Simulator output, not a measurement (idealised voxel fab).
Process module name: voxel capacitor over wiring
It is cross-section cut that appears here, measuring 215 nm in width, its square cells being 5 nm in size.
Just so we're on the same page, the cross-sections are grids of square cells, and they're listed out in bands top to bottom, each band one or more rows deep.
Per band: top height and bottom height in nm, followed by the left-to-right materials and their widths in nm; "throughout" marks a single material spanning edge to edge, "empty" marks empty space.
Measure heights from 0. That's the level where, below it, the as-received wafer is all one material. The lowest band is bottomless and extends downward; write it as in "0 nm and below".
The notation "30..40" denotes a width that varies across the rows of cells in the band, beginning at the first number in the top row, finishing at the second number in the bottom row, and changing by an identical amount from each row to the next.
The designation "same as before", where it is given for a processing step, indicates that no cell of the cross-section was altered in the course of that step.
Enclosed voids (no open way to top), threshold 8 cells or more, entry "Unvented internal voids", notation width x height at distance, distance from left edge, nm.
That trailing text on a step's line, after the settings, is the simulator's own remark on the step.
You can add "overlay nm" to a step's line. For a step with a mask, it describes how far the mask lay to the right of its planned position, and a negative number describes a lay to the left.

The steps planned for the process are as follows:
- 1: RECEIVE with material Si
- 2: CONFORMAL_DEP with material SiO2, thk nm 15
- 3: DIRECTIONAL_DEP with material TiN, thk nm 5
- 4: DIRECTIONAL_DEP with material Ru, thk nm 25
- 5: PATTERN with tone cover, mask id METAL_1, material resist, width nm 20, pitch nm 80, thk nm 15, overlay nm 0
- 6: DIRECTIONAL_ETCH with etch materials Ru, depth nm 25
- 7: DIRECTIONAL_ETCH with etch materials TiN, depth nm 5
- 8: STRIP with etch materials resist
- 9: FILL_DEP with material SiO2, thk nm 5
- 10: CMP with height nm 45
- 11: CONFORMAL_DEP with material SiCN, thk nm 5
- 12: DIRECTIONAL_DEP with material SiO2, thk nm 10
- 13: PATTERN with tone open, mask id PLUG_1, material resist, width nm 15, thk nm 15, overlay nm 0
- 14: DIRECTIONAL_ETCH with etch materials SiO2, depth nm 10
- 15: DIRECTIONAL_ETCH with etch materials SiCN, depth nm 5
- 16: STRIP with etch materials resist
- 17: EPI with material Ru, thk nm 10
- 18: EPI with material Ru, thk nm 5
- 19: DIRECTIONAL_DEP with material TiN, thk nm 10
- 20: DIRECTIONAL_DEP with material Al2O3, thk nm 5
- 21: DIRECTIONAL_DEP with material TiN, thk nm 5
- 22: DIRECTIONAL_DEP with material aC, thk nm 15
- 23: PATTERN with tone cover, mask id UPPER_PLATE, material resist, width nm 65, thk nm 30, overlay nm 0
- 24: DIRECTIONAL_ETCH with etch materials aC, depth nm 15
- 25: STRIP with etch materials resist
- 26: DIRECTIONAL_ETCH with etch materials TiN, depth nm 5
- 27: DIRECTIONAL_ETCH with etch materials Al2O3, depth nm 5
- 28: STRIP with etch materials aC
- 29: PATTERN with tone cover, mask id LOWER_PLATE, material resist, width nm 75, thk nm 20, overlay nm 0
- 30: DIRECTIONAL_ETCH with etch materials TiN, depth nm 10
- 31: STRIP with etch materials resist
- 32: FILL_DEP with material SiO2, thk nm 15
- 33: CMP with height nm 90
- 34: PATTERN with tone open, mask id PLUG_2, material resist, width nm 15, thk nm 15, overlay nm 0
- 35: DIRECTIONAL_ETCH with etch materials SiO2, depth nm 10
- 36: STRIP with etch materials resist
- 37: CONFORMAL_DEP with material TiN, thk nm 5
- 38: FILL_DEP with material W, thk nm 10
- 39: CMP with height nm 90
- 40: CONFORMAL_DEP with material SiCN, thk nm 5

So this is the incoming wafer in cross-section - it's already been through step 1:
* 0 nm and below  Si throughout
* Unvented internal voids: none

Wafer cross-section at module end: first of two, run to plan:
* 95 nm to 90 nm  SiCN throughout
* 90 nm to 85 nm  SiO2: 70, then TiN: 5, then W: 5, then TiN: 5, then SiO2: 130
* 85 nm to 75 nm  SiO2: 70..60, then TiN: 15..65, then SiO2: 130..90
* 75 nm to 70 nm  SiO2: 60, then Al2O3: 65, then SiO2: 90
* 70 nm to 60 nm  SiO2: 55, then TiN: 75, then SiO2: 85
* 60 nm to 50 nm  SiO2: 60, then Ru: 15, then SiO2: 140
* 50 nm to 45 nm  SiCN: 60, then Ru: 15, then SiCN: 140
* 45 nm to 20 nm  SiO2: 55, then Ru: 20, then SiO2: 60, then Ru: 20, then SiO2: 60
* 20 nm to 15 nm  SiO2: 55, then TiN: 20, then SiO2: 60, then TiN: 20, then SiO2: 60
* 15 nm to 0 nm  SiO2 throughout
* 0 nm and below  Si throughout
* Unvented internal voids: none

This cross-section belongs to the second wafer of two at the end of the module; the start and the plan were shared with the first, and the run included one mistake:
* 95 nm to 90 nm  SiCN throughout
* 90 nm to 85 nm  SiO2: 70, then TiN: 5, then W: 5, then TiN: 5, then SiO2: 130
* 85 nm to 75 nm  SiO2: 70..60, then TiN: 15..65, then SiO2: 130..90
* 75 nm to 70 nm  SiO2: 60, then Al2O3: 65, then SiO2: 90
* 70 nm to 60 nm  SiO2: 55, then TiN: 75, then SiO2: 85
* 60 nm to 50 nm  SiO2: 60, then Ru: 20, then SiO2: 135
* 50 nm to 45 nm  SiCN: 60, then Ru: 20, then SiCN: 135
* 45 nm to 20 nm  SiO2: 55, then Ru: 20, then SiO2: 60, then Ru: 20, then SiO2: 60
* 20 nm to 15 nm  SiO2: 55, then TiN: 20, then SiO2: 60, then TiN: 20, then SiO2: 60
* 15 nm to 0 nm  SiO2 throughout
* 0 nm and below  Si throughout
* Unvented internal voids: none
Finding, execution versus plan: contrary to plan, step 13 was performed as PATTERN with tone open, mask id PLUG_1, material resist, width nm 20, thk nm 15, overlay nm 0
It is noted that, at the conclusion of processing, the second wafer exhibits a higher or lower cell count for certain materials relative to the first: 3 more of Ru | 1 fewer of SiCN | 2 fewer of SiO2
